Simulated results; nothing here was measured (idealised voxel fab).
process module | voxel fin reveal
cross-section cut | 165 nm wide | cells 5 nm
A cross-section is a grid of square cells, given in bands from the top down. A band is one or more rows of cells.
Each band's line starts with the height of the band's top and of its bottom, in nm. Then come its materials from left to right, each with its width in nm. One material with "throughout" fills the band from edge to edge. "air" is empty space.
Height 0 is the level under which the wafer as received is all one material. The lowest band goes on downwards, as in "0 down".
A width such as "30 to 40" changes by the same amount from each row of cells to the next, from the band's top row to its bottom row.
"no change" after a step means that no cell of the cross-section changed.
closed voids: empty space of 8 cells or more with no open way to the top, each as width x height at its distance from the left edge, in nm
after a step's settings: what the simulator itself notes on the step
overlay nm, on a step with a mask: how far to the right of its planned place the mask lay; to the left if negative
plan
1 op RECEIVE | material Si
2 op CONFORMAL_DEP | material SiN | thk nm 5
3 op PATTERN | tone cover | mask id FINS | material resist | width nm 15 | pitch nm 35 | thk nm 20 | overlay nm -5
4 op DIRECTIONAL_ETCH | etch materials SiN | depth nm 5
5 op DIRECTIONAL_ETCH | etch materials Si | depth nm 30
6 op STRIP | etch materials resist
7 op OXIDIZE | depth nm 5
8 op FILL_DEP | material SiO2 | thk nm 5
9 op CMP | height nm 5
10 op SELECTIVE_ETCH | etch materials SiO2 | depth nm 20
11 op STRIP | etch materials SiN
12 op CONFORMAL_DEP | material HfO2 | thk nm 5
varied across the wafers: overlay nm of step 3. The plan shows the first wafer's value. All wafers start alike
first wafer as received, after step 1
  0 down: Si throughout
  closed voids: none
first wafer at the end, after step 12
  5 to 0: air 15 | HfO2 15 | air 20 | HfO2 15 | air 20 | HfO2 15 | air 20 | HfO2 15 | air 30
  0 to -10: air 15 | HfO2 5 | Si 5 | HfO2 5 | air 20 | HfO2 5 | Si 5 | HfO2 5 | air 20 | HfO2 5 | Si 5 | HfO2 5 | air 20 | HfO2 5 | Si 5 | HfO2 5 | air 30
  -10 to -15: HfO2 20 | Si 5 | HfO2 30 | Si 5 | HfO2 30 | Si 5 | HfO2 30 | Si 5 | HfO2 35
  -15 to -35: SiO2 20 | Si 5 | SiO2 30 | Si 5 | SiO2 30 | Si 5 | SiO2 30 | Si 5 | SiO2 35
  -35 down: Si throughout
  closed voids: none
last wafer at the end
  5 to 0: air 30 | HfO2 15 | air 20 | HfO2 15 | air 20 | HfO2 15 | air 20 | HfO2 15 | air 15
  0 to -10: air 30 | HfO2 5 | Si 5 | HfO2 5 | air 20 | HfO2 5 | Si 5 | HfO2 5 | air 20 | HfO2 5 | Si 5 | HfO2 5 | air 20 | HfO2 5 | Si 5 | HfO2 5 | air 15
  -10 to -15: HfO2 35 | Si 5 | HfO2 30 | Si 5 | HfO2 30 | Si 5 | HfO2 30 | Si 5 | HfO2 20
  -15 to -35: SiO2 35 | Si 5 | SiO2 30 | Si 5 | SiO2 30 | Si 5 | SiO2 30 | Si 5 | SiO2 20
  -35 down: Si throughout
  closed voids: none
each wafer at the end: cells of each material gained (+) or lost (-) since it was received, then its closed voids
overlay nm -5 | +57 HfO2 | -203 Si | +116 SiO2 | closed voids: none
overlay nm 0 | +57 HfO2 | -203 Si | +116 SiO2 | closed voids: none
overlay nm 5 | +57 HfO2 | -203 Si | +116 SiO2 | closed voids: none
overlay nm 10 | +57 HfO2 | -203 Si | +116 SiO2 | closed voids: none
